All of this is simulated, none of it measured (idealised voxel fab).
The process module that follows is named voxel ribs on slabs.
Pictured: cross-section cut, 140 nm wide, on a grid of 5 nm square cells.
Think of the cross-section as a grid of square cells. We describe it in bands, top to bottom, and each band covers one or more rows of those cells. Heads up on the band format: heights come first, top then bottom, in nm. After that it's the materials left to right, each with its width in nm. A single material flagged "full width" fills the whole band edge to edge, and "air" means there's empty space there. Height 0 is the level under which the wafer as received is all one material. The lowest band goes on downwards, as in "0 -> down". The notation "30->40" denotes a width that varies across the rows of cells in the band, beginning at the first number in the top row, finishing at the second number in the bottom row, and changing by an identical amount from each row to the next. No cell of the cross-section changed in a step that is given as "nothing changed". Listed in "Voids, fully enclosed": every empty space of 8 or more cells without an open way to the top. Form: width x height at distance, the distance being from the left edge, all in nm. If you see something after the settings on a step's line, that's the simulator's own remark about that step. On any step carrying a mask, the "overlay nm" setting, if present on the step's line, tells how far right of its planned place the mask lay; negative values point to the left.
So here's the lineup of process steps we planned
| 1 | op RECEIVE | material Si |
| 2 | op DIRECTIONAL_DEP | material SiO2 | thk nm 30 |
| 3 | op DIRECTIONAL_DEP | material polySi | thk nm 15 |
| 4 | op MASKED_ETCH | tone cover | mask id RIB | width nm 30 | etch materials polySi | depth nm 5 | overlay nm 0 |
| 5 | op PATTERN | tone cover | mask id SLAB | material resist | width nm 90 | thk nm 15 | overlay nm 0 |
| 6 | op DIRECTIONAL_ETCH | etch materials polySi | depth nm 10 |
| 7 | op STRIP | etch materials resist |
| 8 | op FILL_DEP | material SiO2 | thk nm 30 |
| 9 | op CMP | height nm 65 |
| 10 | op DIRECTIONAL_DEP | material W | thk nm 10 |
| 11 | op PATTERN | tone cover | mask id HEATER | material resist | width nm 40 | thk nm 15 | overlay nm 0 |
| 12 | op DIRECTIONAL_ETCH | etch materials W | depth nm 10 |
| 13 | op STRIP | etch materials resist |
| 14 | op CONFORMAL_DEP | material SiO2 | thk nm 10 |
Step 1 complete: cross-section of the wafer as received
* 0 -> down | Si full width
* Voids, fully enclosed: none
The following cross-section depicts the wafer upon conclusion of the module. Processing commenced from the starting condition illustrated above and adhered to the plan illustrated above, save for one mistake in execution
* 85 -> 75 | air 40  SiO2 60  air 40
* 75 -> 65 | SiO2 50  W 40  SiO2 50
* 65 -> 40 | SiO2 full width
* 40 -> 35 | polySi 25  SiO2 90  polySi 25
* 35 -> 30 | polySi 25  SiO2 30  polySi 30  SiO2 30  polySi 25
* 30 -> 0 | SiO2 full width
* 0 -> down | Si full width
* Voids, fully enclosed: none
It is concluded that the wafer was processed incorrectly with respect to the plan, in that step 5 did not use the planned setting and instead ran as op PATTERN | tone open | mask id SLAB | material resist | width nm 90 | thk nm 15 | overlay nm 0
